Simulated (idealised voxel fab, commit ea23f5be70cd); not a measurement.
This is a process module. Its name is voxel transistor to metal.
155 nm wide, 5 nm square cells: that's cross-section cut.
Heads up, the way a cross-section reads in here is a grid of square cells, handed over as bands from the top down, with every band being one or more rows of cells. Heads up on the band format: heights come first, top then bottom, in nm. After that it's the materials left to right, each with its width in nm. A single material flagged "everywhere" fills the whole band edge to edge, and "air" means there's empty space there. Height datum 0, below which the as-received substrate wafer is one material. Lowest band open at the bottom, running downward: "from 0 down". With a width like "30..40", each row of cells in the band differs from the next by the same amount, the top row carrying the first number and the bottom row the second. Where the words "stayed the same" appear for a step, the cross-section shows no cell changed by that step; every cell remained as before. Entry "Tabulated closed voids". Content: empty spaces with no open connection to the top, size 8 cells or greater. Each: width x height at distance. Distance: from left edge. Unit: nm. On a step's line, text after the settings is the simulator commenting on that step. "overlay nm", when on a step's line for a step with a mask, measures how far to the right of its planned place the mask lay; a negative measure means to the left.
# Steps planned for the process
1,RECEIVE,material Si
2,OXIDIZE,depth nm 5
3,CONFORMAL_DEP,material SiN,thk nm 10
4,MASKED_ETCH,tone cover,mask id ACTIVE,width nm 120,etch materials SiN,depth nm 10,overlay nm 0
5,MASKED_ETCH,tone cover,mask id ACTIVE,width nm 120,etch materials SiO2,depth nm 5,overlay nm 0
6,MASKED_ETCH,tone cover,mask id ACTIVE,width nm 120,etch materials Si,depth nm 20,overlay nm 0
7,FILL_DEP,material SiO2,thk nm 15
8,CMP,height nm 10
9,SELECTIVE_ETCH,etch materials SiO2,depth nm 10
10,STRIP,etch materials SiN
11,SELECTIVE_ETCH,etch materials SiO2,depth nm 5
12,OXIDIZE,depth nm 5
13,DIRECTIONAL_DEP,material polySi,thk nm 20
14,DIRECTIONAL_DEP,material SiCN,thk nm 10
15,MASKED_ETCH,tone cover,mask id GATE,width nm 30,etch materials SiCN,depth nm 20,overlay nm -10
16,MASKED_ETCH,tone cover,mask id GATE,width nm 30,etch materials polySi,depth nm 30,overlay nm 0
17,CONFORMAL_DEP,material SiN,thk nm 10
18,DIRECTIONAL_ETCH,etch materials SiN,depth nm 10
19,DIRECTIONAL_ETCH,etch materials SiO2,depth nm 5
20,EPI,material pSi,thk nm 5
21,FILL_DEP,material SiO2,thk nm 5
22,CMP,height nm 15
23,STRIP,etch materials polySi
24,SELECTIVE_ETCH,etch materials SiO2,depth nm 5
25,CONFORMAL_DEP,material HfO2,thk nm 5
26,CONFORMAL_DEP,material TiN,thk nm 5
27,FILL_DEP,material W,thk nm 10
28,CMP,height nm 10
29,DIRECTIONAL_DEP,material SiO2,thk nm 15
30,PATTERN,tone open,mask id CONTACT,material resist,width nm 20,pitch nm 80,thk nm 15,overlay nm 0
31,DIRECTIONAL_ETCH,etch materials SiO2,depth nm 30
32,STRIP,etch materials resist
33,CONFORMAL_DEP,material TiN,thk nm 5
34,FILL_DEP,material W,thk nm 5
35,CMP,height nm 25
36,DIRECTIONAL_DEP,material TiN,thk nm 5
37,DIRECTIONAL_DEP,material Ru,thk nm 20
38,PATTERN,tone cover,mask id METAL_1,material resist,width nm 20,pitch nm 80,thk nm 15,overlay nm 0
39,DIRECTIONAL_ETCH,etch materials Ru,depth nm 20
40,DIRECTIONAL_ETCH,etch materials TiN,depth nm 5
41,STRIP,etch materials resist
42,FILL_DEP,material lowk,thk nm 5
43,CMP,height nm 50
44,CONFORMAL_DEP,material SiCN,thk nm 5
The wafers are alike at the start. At step 15, their overlay nm differs. The plan lists the first wafer's value.
# Received condition of the first of several wafers, sectioned: post-step 1
  from 0 down | Si everywhere
  Tabulated closed voids: none
# Where each wafer stands at the end of the module, a row apiece: cells of each material gained (+) or lost (-) since it was received, then closed voids
overlay nm -10; +16 HfO2; +32 Ru; -83 Si; +31 SiCN; +12 SiN; +133 SiO2; +46 TiN; +25 W; +115 lowk; +14 pSi; Tabulated closed voids: none
overlay nm -5; +15 HfO2; +32 Ru; -83 Si; +31 SiCN; +12 SiN; +133 SiO2; +45 TiN; +26 W; +115 lowk; +15 pSi; Tabulated closed voids: none
overlay nm 0; +14 HfO2; +32 Ru; -83 Si; +31 SiCN; +12 SiN; +136 SiO2; +44 TiN; +24 W; +115 lowk; +16 pSi; Tabulated closed voids: none
overlay nm 5; +15 HfO2; +32 Ru; -83 Si; +31 SiCN; +12 SiN; +133 SiO2; +45 TiN; +26 W; +115 lowk; +15 pSi; Tabulated closed voids: none
overlay nm 10; +16 HfO2; +32 Ru; -83 Si; +31 SiCN; +12 SiN; +133 SiO2; +46 TiN; +25 W; +115 lowk; +14 pSi; Tabulated closed voids: none
